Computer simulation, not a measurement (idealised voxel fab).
You're looking at the process module voxel released beams.
Square cell edge 5 nm, section width 220 nm, ID cut.
Square cells in a grid make up a cross-section in this document, and the grid is given as bands, listed from the top down, each one or more rows of cells.
Band: top and bottom heights (nm) first, top before bottom; then materials from left to right, widths in nm. "throughout" marks a sole material filling the band edge to edge. "empty" denotes empty space.
We count height from 0. Below that, the starting wafer is all one material. The lowest band never ends at the bottom but goes on down; see "0 nm and below" for how that is written.
You'd read "30 to 40" like this: the band's top row of cells is as wide as the first number, its bottom row is as wide as the second, and going down, every row changes width by the same amount as the row before did.
No cell of the cross-section changed in a step that is given as "remained the same".
"Closed voids list" - sealed voids, min. 8 cells, no opening to top; format: width x height at distance (distance from left edge; nm throughout).
Anything after a step's settings on that line? It's the simulator's own note about the step.
"overlay nm" answers the question of how far to the right of plan the mask lay on a step that has a mask, and when it is negative the answer is to the left.

### The following list gives the planned process steps
1,RECEIVE: material Si
2,CONFORMAL_DEP: material Al2O3, thk nm 10
3,DIRECTIONAL_DEP: material SiO2, thk nm 10
4,DIRECTIONAL_DEP: material aC, thk nm 15
5,PATTERN: tone open, mask id ANCHOR, material resist, width nm 35, thk nm 30, overlay nm 0
6,DIRECTIONAL_ETCH: etch materials aC, depth nm 15
7,STRIP: etch materials resist
8,DIRECTIONAL_ETCH: etch materials SiO2, depth nm 10
9,STRIP: etch materials aC
10,CONFORMAL_DEP: material W, thk nm 10
11,MASKED_ETCH: tone cover, mask id BEAM, width nm 110, etch materials W, depth nm 10, overlay nm 0
12,STRIP: etch materials SiO2

### Wafer as received: cross-section following step 1
  0 nm and below | Si throughout
  Closed voids list: none

### End-of-module cross-section of the first of two wafers, processed as planned
  30 nm to 20 nm | 50 nm empty | 15 nm W | 15 nm empty | 80 nm W | 60 nm empty
  20 nm to 10 nm | 55 nm empty | 35 nm W | 130 nm empty
  10 nm to 0 nm | Al2O3 throughout
  0 nm and below | Si throughout
  Closed voids list: none

### Wafer two, end of module, cross-section. Same start, same plan as wafer one. One mistake in the run
  0 nm and below | Si throughout
  Closed voids list: none
Error vs. plan: step 2 ran differently from the plan; actual operation with settings: CONFORMAL_DEP: material SiO2, thk nm 10
The final cell counts differ between the wafers, with the second having more or fewer of some materials than the first: Al2O3: 88 fewer | W: 52 fewer
